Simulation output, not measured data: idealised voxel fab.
Herein follows the process module entitled voxel local oxidation.
Pictured: cross-section cut, 265 nm wide, on a grid of 5 nm square cells.
Throughout this document, each cross-section is represented as a grid of square cells and is presented as a sequence of bands enumerated from the top downward, where a band comprises one or more rows of cells.
Heights first: top, then bottom, in nm. Then materials, left to right, each with a width in nm. "full width" on a single material: fills the band edge to edge. "empty": empty space.
Ref level 0: as-received wafer is one material below here. Bottom band extends down with no lower bound ("0..down").
You'd read "30->40" like this: the band's top row of cells is as wide as the first number, its bottom row is as wide as the second, and going down, every row changes width by the same amount as the row before did.
Where a step carries "nothing altered", the cross-section came out of it unchanged, cell for cell.
Closed-off voids of 8+ cells (no open route to the top) go in "Fully sealed cavities", written width x height at distance from the left edge, in nm.
Where a step's line continues beyond its settings, the continuation is a remark by the simulator itself on that step.
On any step carrying a mask, the "overlay nm" setting, if present on the step's line, tells how far right of its planned place the mask lay; negative values point to the left.

# plan
step 1: RECEIVE: material Si
step 2: CONFORMAL_DEP: material SiO2, thk nm 5
step 3: CONFORMAL_DEP: material SiN, thk nm 15
step 4: MASKED_ETCH: tone cover, mask id ACTIVE, width nm 95, pitch nm 120, etch materials SiN, depth nm 15, overlay nm 0
step 5: SELECTIVE_ETCH: etch materials SiO2, depth nm 5
step 6: OXIDIZE: depth nm 10
step 7: STRIP: etch materials SiN

# Wafer at receipt (post step 1), cross-section
    0..down: Si full width
    Fully sealed cavities: none

# Below is the wafer in cross-section after the module was completed. It began from the starting point shown above and followed the plan shown above, except that one mistake was made while running it
    5..0: 30 nm empty | 85 nm SiO2 | 35 nm empty | 85 nm SiO2 | 30 nm empty
    0..-20: 50 nm SiO2 | 45 nm Si | 75 nm SiO2 | 45 nm Si | 50 nm SiO2
    -20..down: Si full width
    Fully sealed cavities: none
Deviation noted in wafer processing: for step 6, the planned setting was not used; the step was instead run as OXIDIZE: depth nm 20
